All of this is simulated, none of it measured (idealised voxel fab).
Documented hereafter: the process module known as voxel wiring stack.
Square cell edge 5 nm, section width 245 nm, ID cut.
A cross-section is a grid of square cells, given in bands from the top down. A band is one or more rows of cells.
For a band, the entry starts with two heights in nm, that of the top and then that of the bottom, and carries on with the band's materials in order from left to right, each alongside its width in nm; the word "all across" beside a single material means it fills the band edge to edge, and "air" means empty space.
Counting heights begins at 0, where everything beneath is, in the wafer as received, one material. The lowest band has no bottom; it goes on downwards, as "0 nm and below" shows.
Per-row width for "30->40": begins at first number (top row of band), ends at second number (bottom row), increment between rows held constant.
"remains unaltered", as given for a step, is the statement that not any cell of the cross-section underwent a change during that step.
For the entry "Voids, fully enclosed", the listed items are empty spaces with no open way to the top whose size is 8 cells or more; each item follows the pattern width x height at distance, where distance is from the left edge and all three are in nm.
It should be noted that, on the line of a given step, the content following the step's settings is a remark produced by the simulator itself with respect to that step.
Among the settings permitted on a step's line is "overlay nm"; applied to a step with a mask, it specifies the extent to which the mask lay to the right of its planned position, whereas a negative figure signifies a position to the left.
-- Process steps foreseen in the plan
1) RECEIVE (material Si)
2) CONFORMAL_DEP (material SiO2; thk nm 10)
3) CONFORMAL_DEP (material SiN; thk nm 5)
4) DIRECTIONAL_DEP (material SiO2; thk nm 20)
5) DIRECTIONAL_DEP (material aC; thk nm 10)
6) PATTERN (tone open; mask id METAL_1; material resist; width nm 30; pitch nm 55; thk nm 25; overlay nm 0)
7) DIRECTIONAL_ETCH (etch materials aC; depth nm 10)
8) STRIP (etch materials resist)
9) DIRECTIONAL_ETCH (etch materials SiO2; depth nm 20)
10) DIRECTIONAL_ETCH (etch materials SiN; depth nm 5)
11) STRIP (etch materials aC)
12) CONFORMAL_DEP (material TiN; thk nm 5)
13) FILL_DEP (material Ru; thk nm 5)
14) CMP (height nm 35)
15) CONFORMAL_DEP (material SiCN; thk nm 5)
16) DIRECTIONAL_DEP (material SiO2; thk nm 10)
17) PATTERN (tone open; mask id PLUG_1; material resist; width nm 15; pitch nm 55; thk nm 15; overlay nm 0)
18) DIRECTIONAL_ETCH (etch materials SiO2; depth nm 10)
19) DIRECTIONAL_ETCH (etch materials SiCN; depth nm 5)
20) STRIP (etch materials resist)
21) EPI (material Ru; thk nm 10)
22) EPI (material Ru; thk nm 5)
23) DIRECTIONAL_DEP (material TiN; thk nm 5)
24) DIRECTIONAL_DEP (material W; thk nm 25)
25) MASKED_ETCH (tone cover; mask id METAL_2; width nm 30; pitch nm 55; etch materials W; depth nm 25; overlay nm 0)
26) MASKED_ETCH (tone cover; mask id METAL_2; width nm 30; pitch nm 55; etch materials TiN; depth nm 5; overlay nm 0)
27) CONFORMAL_DEP (material SiN; thk nm 5)
28) FILL_DEP (material lowk; thk nm 5)
29) CMP (height nm 80)
30) CONFORMAL_DEP (material SiCN; thk nm 5)
31) DIRECTIONAL_DEP (material SiO2; thk nm 10)
32) MASKED_ETCH (tone open; mask id PLUG_2; width nm 15; pitch nm 55; etch materials SiO2; depth nm 10; overlay nm 0)
33) MASKED_ETCH (tone open; mask id PLUG_2; width nm 15; pitch nm 55; etch materials SiCN; depth nm 5; overlay nm 0)
34) EPI (material Ru; thk nm 10)
35) EPI (material Ru; thk nm 5)
36) CONFORMAL_DEP (material SiCN; thk nm 5)
37) DIRECTIONAL_DEP (material lowk; thk nm 25)
38) MASKED_ETCH (tone open; mask id METAL_3; width nm 30; pitch nm 55; etch materials lowk; depth nm 25; overlay nm 0)
39) MASKED_ETCH (tone open; mask id METAL_3; width nm 30; pitch nm 55; etch materials SiCN; depth nm 5; overlay nm 0)
40) CONFORMAL_DEP (material TiN; thk nm 5)
41) FILL_DEP (material W; thk nm 10)
42) CMP (height nm 125)
43) CONFORMAL_DEP (material SiCN; thk nm 5)
-- The first of two wafers, run as planned
-- The cross-section here shows the wafer as received, i.e. in its state after step 1
- 0 nm and below  Si all across
- Voids, fully enclosed: none
-- Upon completion of step 2, the wafer appears in cross-section as shown
- 10 nm to 0 nm  SiO2 all across
- For the remainder of the cross-section, below 0, there is no change.
-- Upon completion of step 3, the wafer appears in cross-section as shown
- 15 nm to 10 nm  SiN all across
- For the remainder of the cross-section, below 10, there is no change.
-- Upon completion of step 4, the wafer appears in cross-section as shown
- 35 nm to 15 nm  SiO2 all across
- For the remainder of the cross-section, below 15, there is no change.
-- Upon completion of step 5, the wafer appears in cross-section as shown
- 45 nm to 35 nm  aC all across
- For the remainder of the cross-section, below 35, there is no change.
-- Upon completion of step 6, the wafer appears in cross-section as shown
- 70 nm to 45 nm  resist (80)  air (30)  resist (25)  air (30)  resist (80)
- For the remainder of the cross-section, below 45, there is no change.
-- Upon completion of step 7, the wafer appears in cross-section as shown
- 60 nm to 45 nm  resist (80)  air (30)  resist (25)  air (30)  resist (80)
- 45 nm to 35 nm  aC (80)  air (30)  aC (25)  air (30)  aC (80)
- For the remainder of the cross-section, below 35, there is no change.
-- Upon completion of step 8, the wafer appears in cross-section as shown
- 45 nm to 35 nm  aC (80)  air (30)  aC (25)  air (30)  aC (80)
- For the remainder of the cross-section, below 35, there is no change.
-- Upon completion of step 9, the wafer appears in cross-section as shown
- 45 nm to 35 nm  aC (80)  air (30)  aC (25)  air (30)  aC (80)
- 35 nm to 15 nm  SiO2 (80)  air (30)  SiO2 (25)  air (30)  SiO2 (80)
- For the remainder of the cross-section, below 15, there is no change.
-- Upon completion of step 10, the wafer appears in cross-section as shown
- 45 nm to 35 nm  aC (80)  air (30)  aC (25)  air (30)  aC (80)
- 35 nm to 15 nm  SiO2 (80)  air (30)  SiO2 (25)  air (30)  SiO2 (80)
- 15 nm to 10 nm  SiN (80)  air (30)  SiN (25)  air (30)  SiN (80)
- For the remainder of the cross-section, below 10, there is no change.
-- Upon completion of step 11, the wafer appears in cross-section as shown
- 35 nm to 15 nm  SiO2 (80)  air (30)  SiO2 (25)  air (30)  SiO2 (80)
- For the remainder of the cross-section, below 15, there is no change.
-- Upon completion of step 12, the wafer appears in cross-section as shown
- 40 nm to 35 nm  TiN (85)  air (20)  TiN (35)  air (20)  TiN (85)
- 35 nm to 15 nm  SiO2 (80)  TiN (5)  air (20)  TiN (5)  SiO2 (25)  TiN (5)  air (20)  TiN (5)  SiO2 (80)
- 15 nm to 10 nm  SiN (80)  TiN (30)  SiN (25)  TiN (30)  SiN (80)
- For the remainder of the cross-section, below 10, there is no change.
-- Upon completion of step 13, the wafer appears in cross-section as shown
- 45 nm to 40 nm  Ru all across
- 40 nm to 35 nm  TiN (85)  Ru (20)  TiN (35)  Ru (20)  TiN (85)
- 35 nm to 15 nm  SiO2 (80)  TiN (5)  Ru (20)  TiN (5)  SiO2 (25)  TiN (5)  Ru (20)  TiN (5)  SiO2 (80)
- For the remainder of the cross-section, below 15, there is no change.
-- Upon completion of step 14, the wafer appears in cross-section as shown
- 35 nm to 15 nm  SiO2 (80)  TiN (5)  Ru (20)  TiN (5)  SiO2 (25)  TiN (5)  Ru (20)  TiN (5)  SiO2 (80)
- For the remainder of the cross-section, below 15, there is no change.
-- Upon completion of step 15, the wafer appears in cross-section as shown
- 40 nm to 35 nm  SiCN all across
- For the remainder of the cross-section, below 35, there is no change.
-- Upon completion of step 16, the wafer appears in cross-section as shown
- 50 nm to 40 nm  SiO2 all across
- For the remainder of the cross-section, below 40, there is no change.
-- Upon completion of step 17, the wafer appears in cross-section as shown
- 65 nm to 50 nm  resist (80)  air (15)  resist (40)  air (15)  resist (95)
- For the remainder of the cross-section, below 50, there is no change.
-- Upon completion of step 18, the wafer appears in cross-section as shown
- 65 nm to 50 nm  resist (80)  air (15)  resist (40)  air (15)  resist (95)
- 50 nm to 40 nm  SiO2 (80)  air (15)  SiO2 (40)  air (15)  SiO2 (95)
- For the remainder of the cross-section, below 40, there is no change.
-- Upon completion of step 19, the wafer appears in cross-section as shown
- 65 nm to 50 nm  resist (80)  air (15)  resist (40)  air (15)  resist (95)
- 50 nm to 40 nm  SiO2 (80)  air (15)  SiO2 (40)  air (15)  SiO2 (95)
- 40 nm to 35 nm  SiCN (80)  air (15)  SiCN (40)  air (15)  SiCN (95)
- For the remainder of the cross-section, below 35, there is no change.
-- Upon completion of step 20, the wafer appears in cross-section as shown
- 50 nm to 40 nm  SiO2 (80)  air (15)  SiO2 (40)  air (15)  SiO2 (95)
- For the remainder of the cross-section, below 40, there is no change.
-- Upon completion of step 21, the wafer appears in cross-section as shown
- 50 nm to 45 nm  SiO2 (80)  air (15)  SiO2 (40)  air (15)  SiO2 (95)
- 45 nm to 40 nm  SiO2 (80)  Ru (15)  SiO2 (40)  Ru (15)  SiO2 (95)
- 40 nm to 35 nm  SiCN (80)  Ru (15)  SiCN (40)  Ru (15)  SiCN (95)
- For the remainder of the cross-section, below 35, there is no change.
-- Upon completion of step 22, the wafer appears in cross-section as shown
- 50 nm to 40 nm  SiO2 (80)  Ru (15)  SiO2 (40)  Ru (15)  SiO2 (95)
- For the remainder of the cross-section, below 40, there is no change.
-- Upon completion of step 23, the wafer appears in cross-section as shown
- 55 nm to 50 nm  TiN all across
- For the remainder of the cross-section, below 50, there is no change.
-- Upon completion of step 24, the wafer appears in cross-section as shown
- 80 nm to 55 nm  W all across
- For the remainder of the cross-section, below 55, there is no change.
-- Upon completion of step 25, the wafer appears in cross-section as shown
- 80 nm to 55 nm  air (80)  W (30)  air (25)  W (30)  air (80)
- For the remainder of the cross-section, below 55, there is no change.
-- Upon completion of step 26, the wafer appears in cross-section as shown
- 80 nm to 55 nm  air (80)  W (30)  air (25)  W (30)  air (80)
- 55 nm to 50 nm  air (80)  TiN (30)  air (25)  TiN (30)  air (80)
- For the remainder of the cross-section, below 50, there is no change.
-- Upon completion of step 27, the wafer appears in cross-section as shown
- 85 nm to 80 nm  air (75)  SiN (40)  air (15)  SiN (40)  air (75)
- 80 nm to 55 nm  air (75)  SiN (5)  W (30)  SiN (5)  air (15)  SiN (5)  W (30)  SiN (5)  air (75)
- 55 nm to 50 nm  SiN (80)  TiN (30)  SiN (25)  TiN (30)  SiN (80)
- For the remainder of the cross-section, below 50, there is no change.
-- Upon completion of step 28, the wafer appears in cross-section as shown
- 90 nm to 85 nm  lowk all across
- 85 nm to 80 nm  lowk (75)  SiN (40)  lowk (15)  SiN (40)  lowk (75)
- 80 nm to 55 nm  lowk (75)  SiN (5)  W (30)  SiN (5)  lowk (15)  SiN (5)  W (30)  SiN (5)  lowk (75)
- For the remainder of the cross-section, below 55, there is no change.
-- Upon completion of step 29, the wafer appears in cross-section as shown
- 80 nm to 55 nm  lowk (75)  SiN (5)  W (30)  SiN (5)  lowk (15)  SiN (5)  W (30)  SiN (5)  lowk (75)
- For the remainder of the cross-section, below 55, there is no change.
-- Upon completion of step 30, the wafer appears in cross-section as shown
- 85 nm to 80 nm  SiCN all across
- For the remainder of the cross-section, below 80, there is no change.
-- Upon completion of step 31, the wafer appears in cross-section as shown
- 95 nm to 85 nm  SiO2 all across
- For the remainder of the cross-section, below 85, there is no change.
-- Upon completion of step 32, the wafer appears in cross-section as shown
- 95 nm to 85 nm  SiO2 (80)  air (15)  SiO2 (40)  air (15)  SiO2 (95)
- For the remainder of the cross-section, below 85, there is no change.
-- Upon completion of step 33, the wafer appears in cross-section as shown
- 95 nm to 85 nm  SiO2 (80)  air (15)  SiO2 (40)  air (15)  SiO2 (95)
- 85 nm to 80 nm  SiCN (80)  air (15)  SiCN (40)  air (15)  SiCN (95)
- For the remainder of the cross-section, below 80, there is no change.
-- Upon completion of step 34, the wafer appears in cross-section as shown
- 95 nm to 90 nm  SiO2 (80)  air (15)  SiO2 (40)  air (15)  SiO2 (95)
- 90 nm to 85 nm  SiO2 (80)  Ru (15)  SiO2 (40)  Ru (15)  SiO2 (95)
- 85 nm to 80 nm  SiCN (80)  Ru (15)  SiCN (40)  Ru (15)  SiCN (95)
- For the remainder of the cross-section, below 80, there is no change.
-- Upon completion of step 35, the wafer appears in cross-section as shown
- 95 nm to 85 nm  SiO2 (80)  Ru (15)  SiO2 (40)  Ru (15)  SiO2 (95)
- For the remainder of the cross-section, below 85, there is no change.
-- Upon completion of step 36, the wafer appears in cross-section as shown
- 100 nm to 95 nm  SiCN all across
- For the remainder of the cross-section, below 95, there is no change.
-- Upon completion of step 37, the wafer appears in cross-section as shown
- 125 nm to 100 nm  lowk all across
- For the remainder of the cross-section, below 100, there is no change.
-- Upon completion of step 38, the wafer appears in cross-section as shown
- 125 nm to 100 nm  lowk (80)  air (30)  lowk (25)  air (30)  lowk (80)
- For the remainder of the cross-section, below 100, there is no change.
-- Upon completion of step 39, the wafer appears in cross-section as shown
- 125 nm to 100 nm  lowk (80)  air (30)  lowk (25)  air (30)  lowk (80)
- 100 nm to 95 nm  SiCN (80)  air (30)  SiCN (25)  air (30)  SiCN (80)
- For the remainder of the cross-section, below 95, there is no change.
-- Upon completion of step 40, the wafer appears in cross-section as shown
- 130 nm to 125 nm  TiN (85)  air (20)  TiN (35)  air (20)  TiN (85)
- 125 nm to 100 nm  lowk (80)  TiN (5)  air (20)  TiN (5)  lowk (25)  TiN (5)  air (20)  TiN (5)  lowk (80)
- 100 nm to 95 nm  SiCN (80)  TiN (30)  SiCN (25)  TiN (30)  SiCN (80)
- For the remainder of the cross-section, below 95, there is no change.
-- Upon completion of step 41, the wafer appears in cross-section as shown
- 140 nm to 130 nm  W all across
- 130 nm to 125 nm  TiN (85)  W (20)  TiN (35)  W (20)  TiN (85)
- 125 nm to 100 nm  lowk (80)  TiN (5)  W (20)  TiN (5)  lowk (25)  TiN (5)  W (20)  TiN (5)  lowk (80)
- For the remainder of the cross-section, below 100, there is no change.
-- Upon completion of step 42, the wafer appears in cross-section as shown
- 125 nm to 100 nm  lowk (80)  TiN (5)  W (20)  TiN (5)  lowk (25)  TiN (5)  W (20)  TiN (5)  lowk (80)
- For the remainder of the cross-section, below 100, there is no change.
-- Upon completion of step 43, the wafer appears in cross-section as shown
- 130 nm to 125 nm  SiCN all across
- For the remainder of the cross-section, below 125, there is no change.
-- Wafer two of two - same starting point, same process plan, one mistake in execution; matches wafer one up to and including step 2
-- Cross-section of the second wafer at the time by which step 3 should have been completed according to the plan
- 30 nm to 0 nm  SiO2 all across
- For the remainder of the cross-section, below 0, there is no change.
-- Cross-section of the second wafer at the time by which step 4 should have been completed according to the plan
- 35 nm to 30 nm  SiN all across
- For the remainder of the cross-section, below 30, there is no change.
-- Cross-section of the second wafer at the time by which step 5 should have been completed according to the plan
- 45 nm to 35 nm  aC all across
- For the remainder of the cross-section, below 35, there is no change.
-- Cross-section of the second wafer at the time by which step 6 should have been completed according to the plan
- 70 nm to 45 nm  resist (80)  air (30)  resist (25)  air (30)  resist (80)
- For the remainder of the cross-section, below 45, there is no change.
-- Cross-section of the second wafer at the time by which step 7 should have been completed according to the plan
- 60 nm to 45 nm  resist (80)  air (30)  resist (25)  air (30)  resist (80)
- 45 nm to 35 nm  aC (80)  air (30)  aC (25)  air (30)  aC (80)
- For the remainder of the cross-section, below 35, there is no change.
-- Cross-section of the second wafer at the time by which step 8 should have been completed according to the plan
- 45 nm to 35 nm  aC (80)  air (30)  aC (25)  air (30)  aC (80)
- For the remainder of the cross-section, below 35, there is no change.
Cross-section of the second wafer at the time by which step 9 should have been completed according to the plan: remains unaltered
-- Cross-section of the second wafer at the time by which step 10 should have been completed according to the plan
- 45 nm to 35 nm  aC (80)  air (30)  aC (25)  air (30)  aC (80)
- 35 nm to 30 nm  SiN (80)  air (30)  SiN (25)  air (30)  SiN (80)
- For the remainder of the cross-section, below 30, there is no change.
-- Cross-section of the second wafer at the time by which step 11 should have been completed according to the plan
- 35 nm to 30 nm  SiN (80)  air (30)  SiN (25)  air (30)  SiN (80)
- For the remainder of the cross-section, below 30, there is no change.
-- Cross-section of the second wafer at the time by which step 12 should have been completed according to the plan
- 40 nm to 35 nm  TiN (85)  air (20)  TiN (35)  air (20)  TiN (85)
- 35 nm to 30 nm  SiN (80)  TiN (30)  SiN (25)  TiN (30)  SiN (80)
- For the remainder of the cross-section, below 30, there is no change.
-- Cross-section of the second wafer at the time by which step 13 should have been completed according to the plan
- 45 nm to 40 nm  Ru all across
- 40 nm to 35 nm  TiN (85)  Ru (20)  TiN (35)  Ru (20)  TiN (85)
- For the remainder of the cross-section, below 35, there is no change.
-- Cross-section of the second wafer at the time by which step 14 should have been completed according to the plan
- 35 nm to 30 nm  SiN (80)  TiN (30)  SiN (25)  TiN (30)  SiN (80)
- For the remainder of the cross-section, below 30, there is no change.
-- Cross-section of the second wafer at the time by which step 15 should have been completed according to the plan
- 40 nm to 35 nm  SiCN all across
- For the remainder of the cross-section, below 35, there is no change.
-- Cross-section of the second wafer at the time by which step 16 should have been completed according to the plan
- 50 nm to 40 nm  SiO2 all across
- For the remainder of the cross-section, below 40, there is no change.
-- Cross-section of the second wafer at the time by which step 17 should have been completed according to the plan
- 65 nm to 50 nm  resist (80)  air (15)  resist (40)  air (15)  resist (95)
- For the remainder of the cross-section, below 50, there is no change.
-- Cross-section of the second wafer at the time by which step 18 should have been completed according to the plan
- 65 nm to 50 nm  resist (80)  air (15)  resist (40)  air (15)  resist (95)
- 50 nm to 40 nm  SiO2 (80)  air (15)  SiO2 (40)  air (15)  SiO2 (95)
- For the remainder of the cross-section, below 40, there is no change.
-- Cross-section of the second wafer at the time by which step 19 should have been completed according to the plan
- 65 nm to 50 nm  resist (80)  air (15)  resist (40)  air (15)  resist (95)
- 50 nm to 40 nm  SiO2 (80)  air (15)  SiO2 (40)  air (15)  SiO2 (95)
- 40 nm to 35 nm  SiCN (80)  air (15)  SiCN (40)  air (15)  SiCN (95)
- For the remainder of the cross-section, below 35, there is no change.
-- Cross-section of the second wafer at the time by which step 20 should have been completed according to the plan
- 50 nm to 40 nm  SiO2 (80)  air (15)  SiO2 (40)  air (15)  SiO2 (95)
- For the remainder of the cross-section, below 40, there is no change.
-- Cross-section of the second wafer at the time by which step 21 should have been completed according to the plan
- 50 nm to 45 nm  SiO2 (80)  air (15)  SiO2 (40)  air (15)  SiO2 (95)
- 45 nm to 40 nm  SiO2 (80)  Ru (15)  SiO2 (40)  Ru (15)  SiO2 (95)
- 40 nm to 35 nm  SiCN (80)  Ru (15)  SiCN (40)  Ru (15)  SiCN (95)
- For the remainder of the cross-section, below 35, there is no change.
-- Cross-section of the second wafer at the time by which step 22 should have been completed according to the plan
- 50 nm to 40 nm  SiO2 (80)  Ru (15)  SiO2 (40)  Ru (15)  SiO2 (95)
- For the remainder of the cross-section, below 40, there is no change.
-- Cross-section of the second wafer at the time by which step 23 should have been completed according to the plan
- 55 nm to 50 nm  TiN all across
- For the remainder of the cross-section, below 50, there is no change.
-- Cross-section of the second wafer at the time by which step 24 should have been completed according to the plan
- 80 nm to 55 nm  W all across
- For the remainder of the cross-section, below 55, there is no change.
-- Cross-section of the second wafer at the time by which step 25 should have been completed according to the plan
- 80 nm to 55 nm  air (80)  W (30)  air (25)  W (30)  air (80)
- For the remainder of the cross-section, below 55, there is no change.
-- Cross-section of the second wafer at the time by which step 26 should have been completed according to the plan
- 80 nm to 55 nm  air (80)  W (30)  air (25)  W (30)  air (80)
- 55 nm to 50 nm  air (80)  TiN (30)  air (25)  TiN (30)  air (80)
- For the remainder of the cross-section, below 50, there is no change.
-- Cross-section of the second wafer at the time by which step 27 should have been completed according to the plan
- 85 nm to 80 nm  air (75)  SiN (40)  air (15)  SiN (40)  air (75)
- 80 nm to 55 nm  air (75)  SiN (5)  W (30)  SiN (5)  air (15)  SiN (5)  W (30)  SiN (5)  air (75)
- 55 nm to 50 nm  SiN (80)  TiN (30)  SiN (25)  TiN (30)  SiN (80)
- For the remainder of the cross-section, below 50, there is no change.
-- Cross-section of the second wafer at the time by which step 28 should have been completed according to the plan
- 90 nm to 85 nm  lowk all across
- 85 nm to 80 nm  lowk (75)  SiN (40)  lowk (15)  SiN (40)  lowk (75)
- 80 nm to 55 nm  lowk (75)  SiN (5)  W (30)  SiN (5)  lowk (15)  SiN (5)  W (30)  SiN (5)  lowk (75)
- For the remainder of the cross-section, below 55, there is no change.
-- Cross-section of the second wafer at the time by which step 29 should have been completed according to the plan
- 80 nm to 55 nm  lowk (75)  SiN (5)  W (30)  SiN (5)  lowk (15)  SiN (5)  W (30)  SiN (5)  lowk (75)
- For the remainder of the cross-section, below 55, there is no change.
-- Cross-section of the second wafer at the time by which step 30 should have been completed according to the plan
- 85 nm to 80 nm  SiCN all across
- For the remainder of the cross-section, below 80, there is no change.
-- Cross-section of the second wafer at the time by which step 31 should have been completed according to the plan
- 95 nm to 85 nm  SiO2 all across
- For the remainder of the cross-section, below 85, there is no change.
-- Cross-section of the second wafer at the time by which step 32 should have been completed according to the plan
- 95 nm to 85 nm  SiO2 (80)  air (15)  SiO2 (40)  air (15)  SiO2 (95)
- For the remainder of the cross-section, below 85, there is no change.
-- Cross-section of the second wafer at the time by which step 33 should have been completed according to the plan
- 95 nm to 85 nm  SiO2 (80)  air (15)  SiO2 (40)  air (15)  SiO2 (95)
- 85 nm to 80 nm  SiCN (80)  air (15)  SiCN (40)  air (15)  SiCN (95)
- For the remainder of the cross-section, below 80, there is no change.
-- Cross-section of the second wafer at the time by which step 34 should have been completed according to the plan
- 95 nm to 90 nm  SiO2 (80)  air (15)  SiO2 (40)  air (15)  SiO2 (95)
- 90 nm to 85 nm  SiO2 (80)  Ru (15)  SiO2 (40)  Ru (15)  SiO2 (95)
- 85 nm to 80 nm  SiCN (80)  Ru (15)  SiCN (40)  Ru (15)  SiCN (95)
- For the remainder of the cross-section, below 80, there is no change.
-- Cross-section of the second wafer at the time by which step 35 should have been completed according to the plan
- 95 nm to 85 nm  SiO2 (80)  Ru (15)  SiO2 (40)  Ru (15)  SiO2 (95)
- For the remainder of the cross-section, below 85, there is no change.
-- Cross-section of the second wafer at the time by which step 36 should have been completed according to the plan
- 100 nm to 95 nm  SiCN all across
- For the remainder of the cross-section, below 95, there is no change.
-- Cross-section of the second wafer at the time by which step 37 should have been completed according to the plan
- 125 nm to 100 nm  lowk all across
- For the remainder of the cross-section, below 100, there is no change.
-- Cross-section of the second wafer at the time by which step 38 should have been completed according to the plan
- 125 nm to 100 nm  lowk (80)  air (30)  lowk (25)  air (30)  lowk (80)
- For the remainder of the cross-section, below 100, there is no change.
-- Cross-section of the second wafer at the time by which step 39 should have been completed according to the plan
- 125 nm to 100 nm  lowk (80)  air (30)  lowk (25)  air (30)  lowk (80)
- 100 nm to 95 nm  SiCN (80)  air (30)  SiCN (25)  air (30)  SiCN (80)
- For the remainder of the cross-section, below 95, there is no change.
-- Cross-section of the second wafer at the time by which step 40 should have been completed according to the plan
- 130 nm to 125 nm  TiN (85)  air (20)  TiN (35)  air (20)  TiN (85)
- 125 nm to 100 nm  lowk (80)  TiN (5)  air (20)  TiN (5)  lowk (25)  TiN (5)  air (20)  TiN (5)  lowk (80)
- 100 nm to 95 nm  SiCN (80)  TiN (30)  SiCN (25)  TiN (30)  SiCN (80)
- For the remainder of the cross-section, below 95, there is no change.
-- Cross-section of the second wafer at the time by which step 41 should have been completed according to the plan
- 140 nm to 130 nm  W all across
- 130 nm to 125 nm  TiN (85)  W (20)  TiN (35)  W (20)  TiN (85)
- 125 nm to 100 nm  lowk (80)  TiN (5)  W (20)  TiN (5)  lowk (25)  TiN (5)  W (20)  TiN (5)  lowk (80)
- For the remainder of the cross-section, below 100, there is no change.
-- Cross-section of the second wafer at the time by which step 42 should have been completed according to the plan
- 125 nm to 100 nm  lowk (80)  TiN (5)  W (20)  TiN (5)  lowk (25)  TiN (5)  W (20)  TiN (5)  lowk (80)
- For the remainder of the cross-section, below 100, there is no change.
-- Cross-section of the second wafer at the time by which step 43 should have been completed according to the plan
- 130 nm to 125 nm  SiCN all across
- For the remainder of the cross-section, below 125, there is no change.
Here's what went sideways: note: step 3 <-> step 4, run order reversed vs plan
Final comparison by cell count, materials where the second wafer has more or fewer than the first: Ru -32; SiO2 +48; TiN -16
